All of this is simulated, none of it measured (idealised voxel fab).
Title: Process Module voxel fin reveal
Cross-section cut spans 155 nm and uses square cells 5 nm in size.
A cross-section is a grid of square cells, given in bands from the top down. A band is one or more rows of cells. A band entry consists of two parts. The first gives the height of the band's top and the height of its bottom, in nm. The rest lists the band's materials from left to right, each with its width in nm. A single material labelled with the word "everywhere" fills the band from edge to edge, and the word "blank" marks empty space. Ref level 0: as-received wafer is one material below here. Bottom band extends down with no lower bound ("top 0, no bottom"). It should be noted that a width expressed as "30->40" varies in equal increments from row to row of cells within the band, taking the value of the first number at the top row and that of the second number at the bottom row. It should be understood that the words "no change", when stated for a given step, signify that the cross-section underwent no change in any of its cells during that step. This entry, "Enclosed empty spaces", enumerates those empty regions of no fewer than 8 cells that possess no open connection to the top. Each region is reported in the form width x height at distance, the distance being taken from the left edge, with all three quantities expressed in nm. Past the settings on a step's line: simulator remark, on that step. If you see "overlay nm" on a step's line and that step has a mask, it's telling you how far right of where it was planned the mask ended up; a negative number means it went left instead.
### Below is the list of planned process steps
1. RECEIVE,material Si
2. CONFORMAL_DEP,material SiN,thk nm 10
3. DIRECTIONAL_DEP,material aC,thk nm 15
4. PATTERN,tone cover,mask id FINS,material resist,width nm 15,pitch nm 40,thk nm 30,overlay nm 0
5. DIRECTIONAL_ETCH,etch materials aC,depth nm 15
6. STRIP,etch materials resist
7. DIRECTIONAL_ETCH,etch materials SiN,depth nm 10
8. DIRECTIONAL_ETCH,etch materials Si,depth nm 30
9. STRIP,etch materials aC
10. FILL_DEP,material SiO2,thk nm 15
11. CMP,height nm 10
12. SELECTIVE_ETCH,etch materials SiO2,depth nm 30
13. STRIP,etch materials SiN
14. CONFORMAL_DEP,material HfO2,thk nm 5
### Incoming wafer, cross-sectional view, post step 1
    top 0, no bottom  Si everywhere
    Enclosed empty spaces: none
### End-of-module cross-section. Starting structure and process plan as above; one mistake made in running it
    top 0, bottom -20  50 blank  15 Si  25 blank  15 Si  50 blank
    top -20, bottom -30  50 SiO2  15 Si  25 SiO2  15 Si  50 SiO2
    top -30, no bottom  Si everywhere
    Enclosed empty spaces: none
The plan and the run diverged here: no execution of plan step 14; skipped
